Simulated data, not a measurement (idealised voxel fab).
voxel transistor to metal: a process module
Pictured: cross-section cut, 185 nm wide, on a grid of 5 nm square cells.
The cross-sections in this document take the form of a grid made of square cells. They are written out as bands, in order from top to bottom. Each band consists of one or more rows of cells.
This entry defines a band. It first specifies the height of the band's top and the height of its bottom in nm, and then specifies the band's materials from left to right, stating each material with its width in nm. The word "everywhere" identifies a single material that fills the band from edge to edge, while the word "blank" identifies empty space.
Counting heights begins at 0, where everything beneath is, in the wafer as received, one material. The lowest band has no bottom; it goes on downwards, as "0..down" shows.
A width given as "30->40" starts at the first number in the band's top row and ends at the second number in its bottom row, shifting by an equal amount at every step from row to row.
The designation "left unchanged", where it is given for a processing step, indicates that no cell of the cross-section was altered in the course of that step.
"Enclosed voids" specifies each empty space that is not open to the top and that occupies no fewer than 8 cells, using the form width x height at distance, the distance measured from the left edge and all three quantities in nm.
The remark found on a step's line after its settings is issued by the simulator itself and pertains to that step.
"overlay nm", when on a step's line for a step with a mask, measures how far to the right of its planned place the mask lay; a negative measure means to the left.
-- Planned step list for the process
step 1: RECEIVE (material Si)
step 2: CONFORMAL_DEP (material SiO2; thk nm 5)
step 3: CONFORMAL_DEP (material SiN; thk nm 10)
step 4: DIRECTIONAL_DEP (material aC; thk nm 10)
step 5: PATTERN (tone cover; mask id ACTIVE; material resist; width nm 95; thk nm 30; overlay nm 0)
step 6: DIRECTIONAL_ETCH (etch materials aC; depth nm 10)
step 7: STRIP (etch materials resist)
step 8: DIRECTIONAL_ETCH (etch materials SiN; depth nm 10)
step 9: DIRECTIONAL_ETCH (etch materials SiO2; depth nm 5)
step 10: DIRECTIONAL_ETCH (etch materials Si; depth nm 25)
step 11: STRIP (etch materials aC)
step 12: FILL_DEP (material SiO2; thk nm 15)
step 13: CMP (height nm 15)
step 14: SELECTIVE_ETCH (etch materials SiO2; depth nm 5)
step 15: STRIP (etch materials SiN)
step 16: SELECTIVE_ETCH (etch materials SiO2; depth nm 5)
step 17: OXIDIZE (depth nm 5)
step 18: DIRECTIONAL_DEP (material polySi; thk nm 25)
step 19: DIRECTIONAL_DEP (material SiCN; thk nm 15)
step 20: MASKED_ETCH (tone cover; mask id GATE; width nm 25; etch materials SiCN; depth nm 25; overlay nm 0)
step 21: MASKED_ETCH (tone cover; mask id GATE; width nm 25; etch materials polySi; depth nm 35; overlay nm 0)
step 22: CONFORMAL_DEP (material SiN; thk nm 5)
step 23: DIRECTIONAL_ETCH (etch materials SiN; depth nm 5)
step 24: DIRECTIONAL_ETCH (etch materials SiO2; depth nm 5)
step 25: EPI (material SiGe; thk nm 5)
step 26: FILL_DEP (material SiO2; thk nm 10)
step 27: CMP (height nm 25)
step 28: STRIP (etch materials polySi)
step 29: SELECTIVE_ETCH (etch materials SiO2; depth nm 5)
step 30: CONFORMAL_DEP (material HfO2; thk nm 5)
step 31: CONFORMAL_DEP (material TiN; thk nm 5)
step 32: FILL_DEP (material W; thk nm 10)
step 33: CMP (height nm 20)
step 34: DIRECTIONAL_DEP (material SiO2; thk nm 15)
step 35: MASKED_ETCH (tone open; mask id CONTACT; width nm 15; pitch nm 70; etch materials SiO2; depth nm 35; overlay nm 0)
step 36: CONFORMAL_DEP (material TiN; thk nm 5)
step 37: FILL_DEP (material Ru; thk nm 5)
step 38: CMP (height nm 35)
step 39: DIRECTIONAL_DEP (material TiN; thk nm 5)
step 40: DIRECTIONAL_DEP (material Ru; thk nm 15)
step 41: MASKED_ETCH (tone cover; mask id METAL_1; width nm 15; pitch nm 70; etch materials Ru; depth nm 15; overlay nm 0)
step 42: MASKED_ETCH (tone cover; mask id METAL_1; width nm 15; pitch nm 70; etch materials TiN; depth nm 5; overlay nm 0)
step 43: CONFORMAL_DEP (material SiCN; thk nm 5)
step 44: FILL_DEP (material lowk; thk nm 5)
step 45: CMP (height nm 55)
step 46: CONFORMAL_DEP (material SiCN; thk nm 5)
step 47: DIRECTIONAL_DEP (material lowk; thk nm 25)
step 48: DIRECTIONAL_DEP (material aC; thk nm 10)
step 49: PATTERN (tone open; mask id METAL_2; material resist; width nm 15; pitch nm 70; thk nm 30; overlay nm 0)
step 50: DIRECTIONAL_ETCH (etch materials aC; depth nm 10)
step 51: STRIP (etch materials resist)
step 52: DIRECTIONAL_ETCH (etch materials lowk; depth nm 15)
step 53: STRIP (etch materials aC)
step 54: MASKED_ETCH (tone open; mask id METAL_2_HOLES; width nm 15; pitch nm 70; etch materials lowk; depth nm 10; overlay nm 0)
step 55: MASKED_ETCH (tone open; mask id METAL_2_HOLES; width nm 15; pitch nm 70; etch materials SiCN; depth nm 5; overlay nm 0)
step 56: CONFORMAL_DEP (material TiN; thk nm 5)
step 57: FILL_DEP (material Cu; thk nm 5)
step 58: CMP (height nm 85)
step 59: CONFORMAL_DEP (material SiCN; thk nm 5)
-- Wafer cross-section on receipt, i.e. after step 1
	0..down: Si everywhere
	Enclosed voids: none
-- Module complete - cross-section of the first of two wafers, run according to plan
	90..85: SiCN everywhere
	85..60: 50 lowk / 5 TiN / 5 Cu / 5 TiN / 55 lowk / 5 TiN / 5 Cu / 5 TiN / 50 lowk
	60..55: 50 SiCN / 15 TiN / 55 SiCN / 15 TiN / 50 SiCN
	55..40: 45 lowk / 5 SiCN / 15 Ru / 5 SiCN / 45 lowk / 5 SiCN / 15 Ru / 5 SiCN / 45 lowk
	40..35: 50 SiCN / 15 TiN / 55 SiCN / 15 TiN / 50 SiCN
	35..20: 50 SiO2 / 5 TiN / 5 Ru / 5 TiN / 55 SiO2 / 5 TiN / 5 Ru / 5 TiN / 50 SiO2
	20..5: 50 SiO2 / 5 TiN / 5 Ru / 5 TiN / 10 SiO2 / 5 SiN / 5 HfO2 / 5 TiN / 5 W / 5 TiN / 5 HfO2 / 5 SiN / 10 SiO2 / 5 TiN / 5 Ru / 5 TiN / 50 SiO2
	5..0: 40 SiO2 / 5 SiN / 5 SiO2 / 15 TiN / 10 SiO2 / 5 SiN / 5 HfO2 / 15 TiN / 5 HfO2 / 5 SiN / 10 SiO2 / 15 TiN / 5 SiO2 / 5 SiN / 40 SiO2
	0..-5: 45 SiO2 / 30 SiGe / 35 HfO2 / 30 SiGe / 45 SiO2
	-5..-25: 45 SiO2 / 95 Si / 45 SiO2
	-25..down: Si everywhere
	Enclosed voids: none
-- Wafer two cross-section, module end. Start and plan unchanged from wafer one; one mistake made during the run
	90..85: SiCN everywhere
	85..60: 50 lowk / 5 TiN / 5 Cu / 5 TiN / 55 lowk / 5 TiN / 5 Cu / 5 TiN / 50 lowk
	60..55: 50 SiCN / 15 TiN / 55 SiCN / 15 TiN / 50 SiCN
	55..40: 45 lowk / 5 SiCN / 15 Ru / 5 SiCN / 45 lowk / 5 SiCN / 15 Ru / 5 SiCN / 45 lowk
	40..35: 50 SiCN / 15 TiN / 55 SiCN / 15 TiN / 50 SiCN
	35..20: 50 SiO2 / 5 TiN / 5 Ru / 5 TiN / 55 SiO2 / 5 TiN / 5 Ru / 5 TiN / 50 SiO2
	20..5: 50 SiO2 / 5 TiN / 5 Ru / 5 TiN / 10 SiO2 / 5 SiN / 5 HfO2 / 5 TiN / 5 W / 5 TiN / 5 HfO2 / 5 SiN / 10 SiO2 / 5 TiN / 5 Ru / 5 TiN / 50 SiO2
	5..0: 40 SiO2 / 5 SiN / 5 SiO2 / 15 TiN / 10 SiO2 / 5 SiN / 5 HfO2 / 15 TiN / 5 HfO2 / 5 SiN / 10 SiO2 / 15 TiN / 5 SiO2 / 5 SiN / 40 SiO2
	0..-5: 45 SiO2 / 30 SiGe / 35 HfO2 / 30 SiGe / 45 SiO2
	-5..-50: 45 SiO2 / 95 Si / 45 SiO2
	-50..down: Si everywhere
	Enclosed voids: none
The plan and the run diverged here: plan step 10 ran twice
The second wafer ends with more or fewer cells of some materials than the first, per final count: -90 Si, +90 SiO2
